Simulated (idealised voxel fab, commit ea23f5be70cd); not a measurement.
process module | voxel gate over fins
cross-section cut | 285 nm wide | cells 5 nm
A cross-section is a grid of square cells, given in bands from the top down. A band is one or more rows of cells.
Each band's line starts with the height of the band's top and of its bottom, in nm. Then come its materials from left to right, each with its width in nm. One material with "throughout" fills the band from edge to edge. "air" is empty space.
Height 0 is the level under which the wafer as received is all one material. The lowest band goes on downwards, as in "0 down".
A width such as "30 to 40" changes by the same amount from each row of cells to the next, from the band's top row to its bottom row.
"no change" after a step means that no cell of the cross-section changed.
closed voids: empty space of 8 cells or more with no open way to the top, each as width x height at its distance from the left edge, in nm
after a step's settings: what the simulator itself notes on the step
overlay nm, on a step with a mask: how far to the right of its planned place the mask lay; to the left if negative
plan
1 op RECEIVE | material Si
2 op CONFORMAL_DEP | material SiN | thk nm 5
3 op MASKED_ETCH | tone cover | mask id FINS | width nm 15 | pitch nm 55 | etch materials SiN | depth nm 5 | overlay nm 0
4 op MASKED_ETCH | tone cover | mask id FINS | width nm 15 | pitch nm 55 | etch materials Si | depth nm 40 | overlay nm 0
5 op OXIDIZE | depth nm 5
6 op FILL_DEP | material SiO2 | thk nm 15
7 op CMP | height nm 5
8 op MASKED_ETCH | tone open | mask id RAIL | width nm 15 | etch materials SiO2 | depth nm 40 | overlay nm 0
9 op CONFORMAL_DEP | material TiN | thk nm 5
10 op FILL_DEP | material W | thk nm 5
11 op CMP | height nm 5
12 op SELECTIVE_ETCH | etch materials W Ru TiN | depth nm 25
13 op FILL_DEP | material SiO2 | thk nm 5
14 op CMP | height nm 5
15 op SELECTIVE_ETCH | etch materials SiO2 | depth nm 20
16 op STRIP | etch materials SiN
17 op CONFORMAL_DEP | material HfO2 | thk nm 5
18 op CONFORMAL_DEP | material TiN | thk nm 5
19 op FILL_DEP | material W | thk nm 15
20 op CMP | height nm 20
21 op CONFORMAL_DEP | material SiCN | thk nm 5
first wafer, as planned
as received, after step 1
  0 down: Si throughout
  closed voids: none
after step 2
  5 to 0: SiN throughout
  below 0: unchanged
after step 3
  5 to 0: air 50 | SiN 15 | air 40 | SiN 15 | air 40 | SiN 15 | air 40 | SiN 15 | air 55
  below 0: unchanged
after step 4
  5 to 0: air 50 | SiN 15 | air 40 | SiN 15 | air 40 | SiN 15 | air 40 | SiN 15 | air 55
  0 to -40: air 50 | Si 15 | air 40 | Si 15 | air 40 | Si 15 | air 40 | Si 15 | air 55
  below -40: unchanged
after step 5
  5 to 0: air 50 | SiN 15 | air 40 | SiN 15 | air 40 | SiN 15 | air 40 | SiN 15 | air 55
  0 to -40: air 50 | SiO2 5 | Si 5 | SiO2 5 | air 40 | SiO2 5 | Si 5 | SiO2 5 | air 40 | SiO2 5 | Si 5 | SiO2 5 | air 40 | SiO2 5 | Si 5 | SiO2 5 | air 55
  -40 to -45: SiO2 55 | Si 5 | SiO2 50 | Si 5 | SiO2 50 | Si 5 | SiO2 50 | Si 5 | SiO2 60
  below -45: unchanged
after step 6
  20 to 5: SiO2 throughout
  5 to 0: SiO2 50 | SiN 15 | SiO2 40 | SiN 15 | SiO2 40 | SiN 15 | SiO2 40 | SiN 15 | SiO2 55
  0 to -45: SiO2 55 | Si 5 | SiO2 50 | Si 5 | SiO2 50 | Si 5 | SiO2 50 | Si 5 | SiO2 60
  below -45: unchanged
after step 7
  5 to 0: SiO2 50 | SiN 15 | SiO2 40 | SiN 15 | SiO2 40 | SiN 15 | SiO2 40 | SiN 15 | SiO2 55
  below 0: unchanged
after step 8
  5 to 0: SiO2 50 | SiN 15 | SiO2 10 | air 15 | SiO2 15 | SiN 15 | SiO2 40 | SiN 15 | SiO2 40 | SiN 15 | SiO2 55
  0 to -35: SiO2 55 | Si 5 | SiO2 15 | air 15 | SiO2 20 | Si 5 | SiO2 50 | Si 5 | SiO2 50 | Si 5 | SiO2 60
  below -35: unchanged
after step 9
  10 to 5: TiN 80 | air 5 | TiN 200
  5 to 0: SiO2 50 | SiN 15 | SiO2 10 | TiN 5 | air 5 | TiN 5 | SiO2 15 | SiN 15 | SiO2 40 | SiN 15 | SiO2 40 | SiN 15 | SiO2 55
  0 to -30: SiO2 55 | Si 5 | SiO2 15 | TiN 5 | air 5 | TiN 5 | SiO2 20 | Si 5 | SiO2 50 | Si 5 | SiO2 50 | Si 5 | SiO2 60
  -30 to -35: SiO2 55 | Si 5 | SiO2 15 | TiN 15 | SiO2 20 | Si 5 | SiO2 50 | Si 5 | SiO2 50 | Si 5 | SiO2 60
  below -35: unchanged
after step 10
  15 to 10: W throughout
  10 to 5: TiN 80 | W 5 | TiN 200
  5 to 0: SiO2 50 | SiN 15 | SiO2 10 | TiN 5 | W 5 | TiN 5 | SiO2 15 | SiN 15 | SiO2 40 | SiN 15 | SiO2 40 | SiN 15 | SiO2 55
  0 to -30: SiO2 55 | Si 5 | SiO2 15 | TiN 5 | W 5 | TiN 5 | SiO2 20 | Si 5 | SiO2 50 | Si 5 | SiO2 50 | Si 5 | SiO2 60
  below -30: unchanged
after step 11
  5 to 0: SiO2 50 | SiN 15 | SiO2 10 | TiN 5 | W 5 | TiN 5 | SiO2 15 | SiN 15 | SiO2 40 | SiN 15 | SiO2 40 | SiN 15 | SiO2 55
  below 0: unchanged
after step 12
  5 to 0: SiO2 50 | SiN 15 | SiO2 10 | air 15 | SiO2 15 | SiN 15 | SiO2 40 | SiN 15 | SiO2 40 | SiN 15 | SiO2 55
  0 to -20: SiO2 55 | Si 5 | SiO2 15 | air 15 | SiO2 20 | Si 5 | SiO2 50 | Si 5 | SiO2 50 | Si 5 | SiO2 60
  below -20: unchanged
after step 13
  10 to 5: SiO2 throughout
  5 to 0: SiO2 50 | SiN 15 | SiO2 40 | SiN 15 | SiO2 40 | SiN 15 | SiO2 40 | SiN 15 | SiO2 55
  0 to -20: SiO2 55 | Si 5 | SiO2 50 | Si 5 | SiO2 50 | Si 5 | SiO2 50 | Si 5 | SiO2 60
  below -20: unchanged
after step 14
  5 to 0: SiO2 50 | SiN 15 | SiO2 40 | SiN 15 | SiO2 40 | SiN 15 | SiO2 40 | SiN 15 | SiO2 55
  below 0: unchanged
after step 15
  5 to 0: air 50 | SiN 15 | air 40 | SiN 15 | air 40 | SiN 15 | air 40 | SiN 15 | air 55
  0 to -15: air 55 | Si 5 | air 50 | Si 5 | air 50 | Si 5 | air 50 | Si 5 | air 60
  below -15: unchanged
after step 16
  0 to -15: air 55 | Si 5 | air 50 | Si 5 | air 50 | Si 5 | air 50 | Si 5 | air 60
  below -15: unchanged
after step 17
  5 to 0: air 50 | HfO2 15 | air 40 | HfO2 15 | air 40 | HfO2 15 | air 40 | HfO2 15 | air 55
  0 to -10: air 50 | HfO2 5 | Si 5 | HfO2 5 | air 40 | HfO2 5 | Si 5 | HfO2 5 | air 40 | HfO2 5 | Si 5 | HfO2 5 | air 40 | HfO2 5 | Si 5 | HfO2 5 | air 55
  -10 to -15: HfO2 55 | Si 5 | HfO2 50 | Si 5 | HfO2 50 | Si 5 | HfO2 50 | Si 5 | HfO2 60
  below -15: unchanged
after step 18
  10 to 5: air 45 | TiN 25 | air 30 | TiN 25 | air 30 | TiN 25 | air 30 | TiN 25 | air 50
  5 to 0: air 45 | TiN 5 | HfO2 15 | TiN 5 | air 30 | TiN 5 | HfO2 15 | TiN 5 | air 30 | TiN 5 | HfO2 15 | TiN 5 | air 30 | TiN 5 | HfO2 15 | TiN 5 | air 50
  0 to -5: air 45 | TiN 5 | HfO2 5 | Si 5 | HfO2 5 | TiN 5 | air 30 | TiN 5 | HfO2 5 | Si 5 | HfO2 5 | TiN 5 | air 30 | TiN 5 | HfO2 5 | Si 5 | HfO2 5 | TiN 5 | air 30 | TiN 5 | HfO2 5 | Si 5 | HfO2 5 | TiN 5 | air 50
  -5 to -10: TiN 50 | HfO2 5 | Si 5 | HfO2 5 | TiN 40 | HfO2 5 | Si 5 | HfO2 5 | TiN 40 | HfO2 5 | Si 5 | HfO2 5 | TiN 40 | HfO2 5 | Si 5 | HfO2 5 | TiN 55
  below -10: unchanged
after step 19
  25 to 10: W throughout
  10 to 5: W 45 | TiN 25 | W 30 | TiN 25 | W 30 | TiN 25 | W 30 | TiN 25 | W 50
  5 to 0: W 45 | TiN 5 | HfO2 15 | TiN 5 | W 30 | TiN 5 | HfO2 15 | TiN 5 | W 30 | TiN 5 | HfO2 15 | TiN 5 | W 30 | TiN 5 | HfO2 15 | TiN 5 | W 50
  0 to -5: W 45 | TiN 5 | HfO2 5 | Si 5 | HfO2 5 | TiN 5 | W 30 | TiN 5 | HfO2 5 | Si 5 | HfO2 5 | TiN 5 | W 30 | TiN 5 | HfO2 5 | Si 5 | HfO2 5 | TiN 5 | W 30 | TiN 5 | HfO2 5 | Si 5 | HfO2 5 | TiN 5 | W 50
  below -5: unchanged
after step 20
  20 to 10: W throughout
  below 10: unchanged
after step 21
  25 to 20: SiCN throughout
  below 20: unchanged
second wafer: like start, like plan, one mistake. Through step 16 it matches the first wafer
when step 17 should have ended
  15 to 0: air 40 | HfO2 35 | air 20 | HfO2 35 | air 20 | HfO2 35 | air 20 | HfO2 35 | air 45
  0 to -15: HfO2 55 | Si 5 | HfO2 50 | Si 5 | HfO2 50 | Si 5 | HfO2 50 | Si 5 | HfO2 60
  below -15: unchanged
when step 18 should have ended
  20 to 15: air 35 | TiN 45 | air 10 | TiN 45 | air 10 | TiN 45 | air 10 | TiN 45 | air 40
  15 to 5: air 35 | TiN 5 | HfO2 35 | TiN 5 | air 10 | TiN 5 | HfO2 35 | TiN 5 | air 10 | TiN 5 | HfO2 35 | TiN 5 | air 10 | TiN 5 | HfO2 35 | TiN 5 | air 40
  5 to 0: TiN 40 | HfO2 35 | TiN 20 | HfO2 35 | TiN 20 | HfO2 35 | TiN 20 | HfO2 35 | TiN 45
  below 0: unchanged
when step 19 should have ended
  35 to 20: W throughout
  20 to 15: W 35 | TiN 45 | W 10 | TiN 45 | W 10 | TiN 45 | W 10 | TiN 45 | W 40
  15 to 5: W 35 | TiN 5 | HfO2 35 | TiN 5 | W 10 | TiN 5 | HfO2 35 | TiN 5 | W 10 | TiN 5 | HfO2 35 | TiN 5 | W 10 | TiN 5 | HfO2 35 | TiN 5 | W 40
  below 5: unchanged
when step 20 should have ended
  20 to 15: W 35 | TiN 45 | W 10 | TiN 45 | W 10 | TiN 45 | W 10 | TiN 45 | W 40
  below 15: unchanged
when step 21 should have ended
  25 to 20: SiCN throughout
  below 20: unchanged
what went wrong: step 17 ran as: op CONFORMAL_DEP | material HfO2 | thk nm 15
at the end the second wafer has, in cells: 162 more of HfO2 | 162 fewer of W
